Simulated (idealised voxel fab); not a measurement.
Module name: voxel wiring stack (process module)
We display cut, a cross-section 250 nm in width whose square cells are each 5 nm.
In this document a cross-section is written as a grid of square cells. It is given as a series of bands, listed from the top down, and a band is one or more rows of cells. Read a band's entry like this: the first values are the height of its top and the height of its bottom in nm, and what follows is the sequence of materials from left to right, each with its width in nm. Note that "blank" is empty space, and that a single material marked "throughout" reaches across the band from edge to edge. Heights are reckoned from 0. Under this level, the received wafer is all of one material. The bottommost band is open-ended downward, for example "0..down". The two numbers in a width such as "30->40" mark its ends across the band: the first belongs to the top row of cells, the second to the bottom row, and from each row to the next the width moves by the same amount. The cross-section has no changed cell in any step marked "no alterations made". Any empty space of 8 cells or more lacking an open way to the top shows up in "Unvented voids" as width x height at distance, distance from the left edge, in nm. The remark found on a step's line after its settings is issued by the simulator itself and pertains to that step. overlay nm: step with mask; distance mask lay right of planned place; negative value = left of planned place.
**plan**
- 1: RECEIVE (material Si)
- 2: CONFORMAL_DEP (material SiO2; thk nm 10)
- 3: CONFORMAL_DEP (material SiN; thk nm 5)
- 4: DIRECTIONAL_DEP (material lowk; thk nm 20)
- 5: DIRECTIONAL_DEP (material aC; thk nm 15)
- 6: PATTERN (tone open; mask id METAL_1; material resist; width nm 25; pitch nm 50; thk nm 30; overlay nm 0)
- 7: DIRECTIONAL_ETCH (etch materials aC; depth nm 15)
- 8: STRIP (etch materials resist)
- 9: DIRECTIONAL_ETCH (etch materials lowk; depth nm 20)
- 10: DIRECTIONAL_ETCH (etch materials SiN; depth nm 5)
- 11: STRIP (etch materials aC)
- 12: CONFORMAL_DEP (material TiN; thk nm 5)
- 13: FILL_DEP (material Cu; thk nm 5)
- 14: CMP (height nm 35)
- 15: CONFORMAL_DEP (material SiCN; thk nm 5)
- 16: DIRECTIONAL_DEP (material lowk; thk nm 25)
- 17: DIRECTIONAL_DEP (material aC; thk nm 15)
- 18: PATTERN (tone open; mask id METAL_2_HOLES; material resist; width nm 15; pitch nm 100; thk nm 35; overlay nm 0)
- 19: DIRECTIONAL_ETCH (etch materials aC; depth nm 15)
- 20: STRIP (etch materials resist)
- 21: DIRECTIONAL_ETCH (etch materials lowk; depth nm 25)
- 22: STRIP (etch materials aC)
- 23: PATTERN (tone open; mask id METAL_2; material resist; width nm 25; pitch nm 50; thk nm 15; overlay nm 0)
- 24: DIRECTIONAL_ETCH (etch materials lowk; depth nm 15)
- 25: DIRECTIONAL_ETCH (etch materials SiCN; depth nm 5)
- 26: STRIP (etch materials resist)
- 27: CONFORMAL_DEP (material TiN; thk nm 5)
- 28: FILL_DEP (material Ru; thk nm 5)
- 29: CMP (height nm 65)
- 30: CONFORMAL_DEP (material SiCN; thk nm 5)
- 31: DIRECTIONAL_DEP (material lowk; thk nm 35)
- 32: DIRECTIONAL_DEP (material aC; thk nm 15)
- 33: PATTERN (tone open; mask id METAL_3; material resist; width nm 25; pitch nm 50; thk nm 30; overlay nm 0)
- 34: DIRECTIONAL_ETCH (etch materials aC; depth nm 15)
- 35: STRIP (etch materials resist)
- 36: DIRECTIONAL_ETCH (etch materials lowk; depth nm 20)
- 37: STRIP (etch materials aC)
- 38: MASKED_ETCH (tone open; mask id METAL_3_HOLES; width nm 15; pitch nm 100; etch materials lowk; depth nm 15; overlay nm 0)
- 39: MASKED_ETCH (tone open; mask id METAL_3_HOLES; width nm 15; pitch nm 100; etch materials SiCN; depth nm 5; overlay nm 0)
- 40: CONFORMAL_DEP (material TiN; thk nm 5)
- 41: FILL_DEP (material Cu; thk nm 10)
- 42: CMP (height nm 105)
- 43: CONFORMAL_DEP (material SiCN; thk nm 5)
- 44: DIRECTIONAL_DEP (material SiO2; thk nm 35)
- 45: PATTERN (tone open; mask id METAL_4; material resist; width nm 25; pitch nm 50; thk nm 20; overlay nm 0)
- 46: DIRECTIONAL_ETCH (etch materials SiO2; depth nm 20)
- 47: STRIP (etch materials resist)
- 48: MASKED_ETCH (tone open; mask id METAL_4_HOLES; width nm 15; pitch nm 50; etch materials SiO2; depth nm 15; overlay nm 0)
- 49: MASKED_ETCH (tone open; mask id METAL_4_HOLES; width nm 15; pitch nm 50; etch materials SiCN; depth nm 5; overlay nm 0)
- 50: CONFORMAL_DEP (material TiN; thk nm 5)
- 51: FILL_DEP (material Cu; thk nm 10)
- 52: CMP (height nm 145)
- 53: CONFORMAL_DEP (material SiCN; thk nm 5)
**Shown in cross-section is the wafer as received, that is, as it stands after step 1**
  0..down = Si throughout
  Unvented voids: none
**What the wafer looks like in cross-section after this module, when it starts as shown above and follows the plan above but one mistake is made in running it**
  150..145 = SiCN throughout
  145..130 = SiO2 35 nm  TiN 5 nm  Cu 15 nm  TiN 5 nm  SiO2 25 nm  TiN 5 nm  Cu 15 nm  TiN 5 nm  SiO2 25 nm  TiN 5 nm  Cu 15 nm  TiN 5 nm  SiO2 25 nm  TiN 5 nm  Cu 15 nm  TiN 5 nm  SiO2 40 nm
  130..125 = SiO2 35 nm  TiN 5 nm  Cu 5 nm  TiN 15 nm  SiO2 25 nm  TiN 5 nm  Cu 5 nm  TiN 15 nm  SiO2 25 nm  TiN 5 nm  Cu 5 nm  TiN 15 nm  SiO2 25 nm  TiN 5 nm  Cu 5 nm  TiN 15 nm  SiO2 40 nm
  125..110 = SiO2 35 nm  TiN 5 nm  Cu 5 nm  TiN 5 nm  SiO2 35 nm  TiN 5 nm  Cu 5 nm  TiN 5 nm  SiO2 35 nm  TiN 5 nm  Cu 5 nm  TiN 5 nm  SiO2 35 nm  TiN 5 nm  Cu 5 nm  TiN 5 nm  SiO2 50 nm
  110..105 = SiCN 35 nm  TiN 15 nm  SiCN 35 nm  TiN 15 nm  SiCN 35 nm  TiN 15 nm  SiCN 35 nm  TiN 15 nm  SiCN 50 nm
  105..90 = lowk 35 nm  TiN 5 nm  Cu 15 nm  TiN 5 nm  lowk 25 nm  TiN 5 nm  Cu 15 nm  TiN 5 nm  lowk 25 nm  TiN 5 nm  Cu 15 nm  TiN 5 nm  lowk 25 nm  TiN 5 nm  Cu 15 nm  TiN 5 nm  lowk 40 nm
  90..85 = lowk 35 nm  TiN 5 nm  Cu 5 nm  TiN 15 nm  lowk 25 nm  TiN 25 nm  lowk 25 nm  TiN 5 nm  Cu 5 nm  TiN 15 nm  lowk 25 nm  TiN 25 nm  lowk 40 nm
  85..70 = lowk 35 nm  TiN 5 nm  Cu 5 nm  TiN 5 nm  lowk 85 nm  TiN 5 nm  Cu 5 nm  TiN 5 nm  lowk 100 nm
  70..65 = SiCN 35 nm  TiN 15 nm  SiCN 85 nm  TiN 15 nm  SiCN 100 nm
  65..55 = lowk 35 nm  TiN 5 nm  Ru 15 nm  TiN 5 nm  lowk 25 nm  TiN 5 nm  Ru 15 nm  TiN 5 nm  lowk 25 nm  TiN 5 nm  Ru 15 nm  TiN 5 nm  lowk 25 nm  TiN 5 nm  Ru 15 nm  TiN 5 nm  lowk 40 nm
  55..50 = lowk 35 nm  TiN 5 nm  Ru 5 nm  TiN 15 nm  lowk 25 nm  TiN 25 nm  lowk 25 nm  TiN 5 nm  Ru 5 nm  TiN 15 nm  lowk 25 nm  TiN 25 nm  lowk 40 nm
  50..40 = lowk 35 nm  TiN 5 nm  Ru 5 nm  TiN 5 nm  lowk 85 nm  TiN 5 nm  Ru 5 nm  TiN 5 nm  lowk 100 nm
  40..35 = SiCN 35 nm  TiN 15 nm  SiCN 85 nm  TiN 15 nm  SiCN 100 nm
  35..15 = Cu 30 nm  TiN 5 nm  lowk 25 nm  TiN 5 nm  Cu 15 nm  TiN 5 nm  lowk 25 nm  TiN 5 nm  Cu 15 nm  TiN 5 nm  lowk 25 nm  TiN 5 nm  Cu 15 nm  TiN 5 nm  lowk 25 nm  TiN 5 nm  Cu 35 nm
  15..10 = TiN 35 nm  SiN 25 nm  TiN 25 nm  SiN 25 nm  TiN 25 nm  SiN 25 nm  TiN 25 nm  SiN 25 nm  TiN 40 nm
  10..0 = SiO2 throughout
  0..down = Si throughout
  Unvented voids: none
So what did we get wrong on this run? off-plan run, step 6, actual operation and settings PATTERN (tone cover; mask id METAL_1; material resist; width nm 25; pitch nm 50; thk nm 30; overlay nm 0)
